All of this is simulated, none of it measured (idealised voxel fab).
Herein follows the process module entitled voxel self aligned vias.
The cross-section on display is named cut; it measures 225 nm wide, and its cells are 5 nm squares.
Think of the cross-section as a grid of square cells. We describe it in bands, top to bottom, and each band covers one or more rows of those cells. In this notation a band is specified by the heights of its top and bottom, in that order and in nm, after which its materials appear from left to right, each paired with its width in nm. The word "everywhere" attached to a single material means that material fills the band from edge to edge; the word "empty" stands for empty space. Zero point of the height axis is 0; under it, received wafer = one material. Lowest band: continues down indefinitely, "0 down". So if you see something like "30..40" for the width, read it as the top row of the band sitting at the first number and the bottom row at the second, with every row in between moving by the same amount as the last. Take "nothing was modified" at face value: in the step it is given for, the cross-section changed in none of its cells. Enclosed voids (no open way to top), threshold 8 cells or more, entry "Sealed internal cavities", notation width x height at distance, distance from left edge, nm. That trailing text on a step's line, after the settings, is the simulator's own remark on the step. The setting "overlay nm" may be written on the line of a step. When the step uses a mask, the value reports how far to the right of the planned place the mask lay, and a negative value reports that it lay to the left.
# Process steps foreseen in the plan
- 1: RECEIVE with material Si
- 2: CONFORMAL_DEP with material SiO2, thk nm 10
- 3: CONFORMAL_DEP with material SiCN, thk nm 5
- 4: DIRECTIONAL_DEP with material SiO2, thk nm 20
- 5: PATTERN with tone open, mask id LINES, material resist, width nm 25, pitch nm 60, thk nm 15, overlay nm 0
- 6: DIRECTIONAL_ETCH with etch materials SiO2, depth nm 20
- 7: STRIP with etch materials resist
- 8: CONFORMAL_DEP with material TiN, thk nm 5
- 9: FILL_DEP with material Ru, thk nm 5
- 10: CMP with height nm 35
- 11: SELECTIVE_ETCH with etch materials W Ru TiN, depth nm 10
- 12: FILL_DEP with material SiN, thk nm 5
- 13: CMP with height nm 35
- 14: DIRECTIONAL_DEP with material SiO2, thk nm 15
- 15: MASKED_ETCH with tone open, mask id VIAS, width nm 45, pitch nm 120, etch materials SiO2, depth nm 15, overlay nm 0
- 16: MASKED_ETCH with tone open, mask id VIAS, width nm 45, pitch nm 120, etch materials SiN, depth nm 10, overlay nm 0
- 17: CONFORMAL_DEP with material TiN, thk nm 5
- 18: FILL_DEP with material Cu, thk nm 5
- 19: CMP with height nm 50
- 20: CONFORMAL_DEP with material SiN, thk nm 5
# Account of the first of two wafers, which was processed as intended
# Here's what the wafer looked like in cross-section when it arrived - that's after step 1
> 0 down  Si everywhere
> Sealed internal cavities: none
# Take a look at the wafer's cross-section after step 2
> 10 to 0  SiO2 everywhere
> Below 0, the layers are the same as they were.
# Take a look at the wafer's cross-section after step 3
> 15 to 10  SiCN everywhere
> Below 10, the layers are the same as they were.
# Take a look at the wafer's cross-section after step 4
> 35 to 15  SiO2 everywhere
> Below 15, the layers are the same as they were.
# Take a look at the wafer's cross-section after step 5
> 50 to 35  resist 40; empty 25; resist 35; empty 25; resist 35; empty 25; resist 40
> Below 35, the layers are the same as they were.
# Take a look at the wafer's cross-section after step 6
> 50 to 35  resist 40; empty 25; resist 35; empty 25; resist 35; empty 25; resist 40
> 35 to 15  SiO2 40; empty 25; SiO2 35; empty 25; SiO2 35; empty 25; SiO2 40
> Below 15, the layers are the same as they were.
# Take a look at the wafer's cross-section after step 7
> 35 to 15  SiO2 40; empty 25; SiO2 35; empty 25; SiO2 35; empty 25; SiO2 40
> Below 15, the layers are the same as they were.
# Take a look at the wafer's cross-section after step 8
> 40 to 35  TiN 45; empty 15; TiN 45; empty 15; TiN 45; empty 15; TiN 45
> 35 to 20  SiO2 40; TiN 5; empty 15; TiN 5; SiO2 35; TiN 5; empty 15; TiN 5; SiO2 35; TiN 5; empty 15; TiN 5; SiO2 40
> 20 to 15  SiO2 40; TiN 25; SiO2 35; TiN 25; SiO2 35; TiN 25; SiO2 40
> Below 15, the layers are the same as they were.
# Take a look at the wafer's cross-section after step 9
> 45 to 40  Ru everywhere
> 40 to 35  TiN 45; Ru 15; TiN 45; Ru 15; TiN 45; Ru 15; TiN 45
> 35 to 20  SiO2 40; TiN 5; Ru 15; TiN 5; SiO2 35; TiN 5; Ru 15; TiN 5; SiO2 35; TiN 5; Ru 15; TiN 5; SiO2 40
> Below 20, the layers are the same as they were.
# Take a look at the wafer's cross-section after step 10
> 35 to 20  SiO2 40; TiN 5; Ru 15; TiN 5; SiO2 35; TiN 5; Ru 15; TiN 5; SiO2 35; TiN 5; Ru 15; TiN 5; SiO2 40
> Below 20, the layers are the same as they were.
# Take a look at the wafer's cross-section after step 11
> 35 to 25  SiO2 40; empty 25; SiO2 35; empty 25; SiO2 35; empty 25; SiO2 40
> Below 25, the layers are the same as they were.
# Take a look at the wafer's cross-section after step 12
> 40 to 35  SiN everywhere
> 35 to 25  SiO2 40; SiN 25; SiO2 35; SiN 25; SiO2 35; SiN 25; SiO2 40
> Below 25, the layers are the same as they were.
# Take a look at the wafer's cross-section after step 13
> 35 to 25  SiO2 40; SiN 25; SiO2 35; SiN 25; SiO2 35; SiN 25; SiO2 40
> Below 25, the layers are the same as they were.
# Take a look at the wafer's cross-section after step 14
> 50 to 35  SiO2 everywhere
> Below 35, the layers are the same as they were.
# Take a look at the wafer's cross-section after step 15
> 50 to 35  SiO2 30; empty 45; SiO2 75; empty 45; SiO2 30
> Below 35, the layers are the same as they were.
# Take a look at the wafer's cross-section after step 16
> 50 to 35  SiO2 30; empty 45; SiO2 75; empty 45; SiO2 30
> 35 to 25  SiO2 40; empty 25; SiO2 35; SiN 25; SiO2 35; empty 25; SiO2 40
> Below 25, the layers are the same as they were.
# Take a look at the wafer's cross-section after step 17
> 55 to 50  TiN 35; empty 35; TiN 85; empty 35; TiN 35
> 50 to 40  SiO2 30; TiN 5; empty 35; TiN 5; SiO2 75; TiN 5; empty 35; TiN 5; SiO2 30
> 40 to 35  SiO2 30; TiN 15; empty 15; TiN 15; SiO2 75; TiN 15; empty 15; TiN 15; SiO2 30
> 35 to 30  SiO2 40; TiN 5; empty 15; TiN 5; SiO2 35; SiN 25; SiO2 35; TiN 5; empty 15; TiN 5; SiO2 40
> 30 to 25  SiO2 40; TiN 25; SiO2 35; SiN 25; SiO2 35; TiN 25; SiO2 40
> Below 25, the layers are the same as they were.
# Take a look at the wafer's cross-section after step 18
> 60 to 55  Cu everywhere
> 55 to 50  TiN 35; Cu 35; TiN 85; Cu 35; TiN 35
> 50 to 40  SiO2 30; TiN 5; Cu 35; TiN 5; SiO2 75; TiN 5; Cu 35; TiN 5; SiO2 30
> 40 to 35  SiO2 30; TiN 15; Cu 15; TiN 15; SiO2 75; TiN 15; Cu 15; TiN 15; SiO2 30
> 35 to 30  SiO2 40; TiN 5; Cu 15; TiN 5; SiO2 35; SiN 25; SiO2 35; TiN 5; Cu 15; TiN 5; SiO2 40
> Below 30, the layers are the same as they were.
# Take a look at the wafer's cross-section after step 19
> 50 to 40  SiO2 30; TiN 5; Cu 35; TiN 5; SiO2 75; TiN 5; Cu 35; TiN 5; SiO2 30
> Below 40, the layers are the same as they were.
# Take a look at the wafer's cross-section after step 20
> 55 to 50  SiN everywhere
> Below 50, the layers are the same as they were.
# Wafer two. Same start, same plan, one slip in execution. Same as wafer one through step 18, inclusive
# At the planned end of step 19, the second wafer in cross-section
> 45 to 35  SiO2 30; TiN 5..15; Cu 35..15; TiN 5..15; SiO2 75; TiN 5..15; Cu 35..15; TiN 5..15; SiO2 30
> Below 35, the layers are the same as they were.
# At the planned end of step 20, the second wafer in cross-section
> 50 to 45  SiN everywhere
> Below 45, the layers are the same as they were.
Error vs. plan: contrary to plan, step 19 was performed as CMP with height nm 45
Wrapping up, a cell-based count of both wafers puts the second over or under the first for these materials: Cu: 14 fewer, SiO2: 27 fewer, TiN: 4 fewer
